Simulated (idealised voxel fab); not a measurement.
Documented hereafter: the process module known as voxel local oxidation.
This is section cut - it's 260 nm across, gridded in 5 nm square cells.
A cross-section in this document is a grid of square cells, and it is written down as bands, the top band listed before the ones below it; a band is made up of one or more rows of cells. Band entry format. Leading values: height of top, height of bottom, nm. Remainder: materials in left-to-right order, each with its width in nm. Special words: "everywhere" on a single material, which then fills the band edge to edge; "blank", empty space. For the purposes of this specification, 0 denotes the height below which the wafer in its as-received condition is composed wholly of one material, and the lowermost band, lacking a lower limit, extends downward without end, as expressed in "top 0, no bottom". You'd read "30->40" like this: the band's top row of cells is as wide as the first number, its bottom row is as wide as the second, and going down, every row changes width by the same amount as the row before did. Step note "no alterations made" = no cross-section cell changed. In the "Enclosed empty spaces" entry, you get each enclosed empty space of 8 cells or more, one with no open way to the top, written width x height at distance, distance from the left edge, in nm. The remark found on a step's line after its settings is issued by the simulator itself and pertains to that step. "overlay nm" on a masked step: distance the mask lay right of its planned place, negative for left.
plan:
step 1: RECEIVE, material Si
step 2: OXIDIZE, depth nm 5
step 3: CONFORMAL_DEP, material SiN, thk nm 15
step 4: PATTERN, tone cover, mask id ACTIVE, material resist, width nm 100, pitch nm 125, thk nm 20, overlay nm 0
step 5: DIRECTIONAL_ETCH, etch materials SiN, depth nm 15
step 6: STRIP, etch materials resist
step 7: SELECTIVE_ETCH, etch materials SiO2, depth nm 5
step 8: OXIDIZE, depth nm 15
step 9: STRIP, etch materials SiN
Below: the first of two wafers, run as planned:
Cross-section of the wafer at receipt, which is the condition after step 1:
	top 0, no bottom | Si everywhere
	Enclosed empty spaces: none
Wafer after step 2 (cross-section):
	top 0, bottom -5 | SiO2 everywhere
	All layers under -5 are left as they were.
Wafer after step 3 (cross-section):
	top 15, bottom 0 | SiN everywhere
	All layers under 0 are left as they were.
Wafer after step 4 (cross-section):
	top 35, bottom 15 | blank 15, resist 100, blank 25, resist 100, blank 20
	All layers under 15 are left as they were.
Wafer after step 5 (cross-section):
	top 35, bottom 15 | blank 15, resist 100, blank 25, resist 100, blank 20
	top 15, bottom 0 | blank 15, SiN 100, blank 25, SiN 100, blank 20
	All layers under 0 are left as they were.
Wafer after step 6 (cross-section):
	top 15, bottom 0 | blank 15, SiN 100, blank 25, SiN 100, blank 20
	All layers under 0 are left as they were.
Wafer after step 7 (cross-section):
	top 15, bottom 0 | blank 15, SiN 100, blank 25, SiN 100, blank 20
	top 0, bottom -5 | blank 20, SiO2 90, blank 35, SiO2 90, blank 25
	All layers under -5 are left as they were.
Wafer after step 8 (cross-section):
	top 15, bottom 0 | blank 15, SiN 100, blank 25, SiN 100, blank 20
	top 0, bottom -5 | blank 20, SiO2 90, blank 35, SiO2 90, blank 25
	top -5, bottom -20 | SiO2 35, Si 60, SiO2 65, Si 60, SiO2 40
	All layers under -20 are left as they were.
Wafer after step 9 (cross-section):
	top 0, bottom -5 | blank 20, SiO2 90, blank 35, SiO2 90, blank 25
	All layers under -5 are left as they were.
The Second Wafer: Common Origin and Plan, One Mistake in Execution, Identical to the First Through Step 8:
The second wafer cut through, at the time step 9 was supposed to be finished:
	top -5, bottom -20 | blank 35, Si 60, blank 65, Si 60, blank 40
	All layers under -20 are left as they were.
What broke from the plan during processing? step 9: run off-plan, actual operation and settings STRIP, etch materials SiO2
In the final state, the cell counts of the second wafer exceed or fall short of those of the first for the following materials: 120 fewer of SiO2
